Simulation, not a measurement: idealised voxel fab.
process module | voxel gate over fins
cross-section cut | 155 nm wide | cells 5 nm
A cross-section is a grid of square cells, given in bands from the top down. A band is one or more rows of cells.
Each band's line starts with the height of the band's top and of its bottom, in nm. Then come its materials from left to right, each with its width in nm. One material with "throughout" fills the band from edge to edge. "air" is empty space.
Height 0 is the level under which the wafer as received is all one material. The lowest band goes on downwards, as in "0 down".
A width such as "30 to 40" changes by the same amount from each row of cells to the next, from the band's top row to its bottom row.
"no change" after a step means that no cell of the cross-section changed.
closed voids: empty space of 8 cells or more with no open way to the top, each as width x height at its distance from the left edge, in nm
after a step's settings: what the simulator itself notes on the step
overlay nm, on a step with a mask: how far to the right of its planned place the mask lay; to the left if negative
plan
1 op RECEIVE | material Si
2 op CONFORMAL_DEP | material SiN | thk nm 10
3 op MASKED_ETCH | tone cover | mask id FINS | width nm 15 | pitch nm 40 | etch materials SiN | depth nm 10 | overlay nm 0
4 op MASKED_ETCH | tone cover | mask id FINS | width nm 15 | pitch nm 40 | etch materials Si | depth nm 40 | overlay nm 0
5 op OXIDIZE | depth nm 5
6 op FILL_DEP | material SiO2 | thk nm 10
7 op CMP | height nm 10
8 op SELECTIVE_ETCH | etch materials SiO2 | depth nm 25
9 op STRIP | etch materials SiN
10 op CONFORMAL_DEP | material HfO2 | thk nm 5
11 op CONFORMAL_DEP | material TiN | thk nm 5
12 op CONFORMAL_DEP | material TiAl | thk nm 5
13 op CONFORMAL_DEP | material TiN | thk nm 5
14 op FILL_DEP | material W | thk nm 10
15 op CMP | height nm 25
16 op CONFORMAL_DEP | material SiCN | thk nm 5
as received, after step 1
  0 down: Si throughout
  closed voids: none
a wafer at the end: this start, this plan, one mistake
  30 to 25: SiCN throughout
  25 to 20: W throughout
  20 to 15: W 45 | TiN 85 | W 25
  15 to 10: W 35 | TiN 15 | TiAl 35 | TiN 5 | TiAl 35 | TiN 5 | W 25
  10 to 5: W 35 | TiN 5 | TiAl 15 | TiN 25 | TiAl 15 | TiN 25 | TiAl 5 | TiN 5 | W 25
  5 to 0: TiN 40 | TiAl 5 | TiN 15 | HfO2 15 | TiN 5 | TiAl 5 | TiN 15 | HfO2 15 | TiN 5 | TiAl 5 | TiN 30
  0 to -5: TiAl 45 | TiN 5 | HfO2 15 | Si 5 | HfO2 5 | TiN 5 | TiAl 5 | TiN 5 | HfO2 15 | Si 5 | HfO2 5 | TiN 5 | TiAl 35
  -5 to -10: TiN 50 | HfO2 5 | Si 15 | HfO2 5 | TiN 15 | HfO2 5 | Si 15 | HfO2 5 | TiN 40
  -10 to -15: HfO2 55 | Si 15 | HfO2 25 | Si 15 | HfO2 45
  -15 to -45: SiO2 55 | Si 15 | SiO2 25 | Si 15 | SiO2 45
  -45 down: Si throughout
  closed voids: none
what went wrong: step 3 ran as: op MASKED_ETCH | tone cover | mask id FINS | width nm 15 | pitch nm 40 | etch materials SiN | depth nm 10 | overlay nm 10
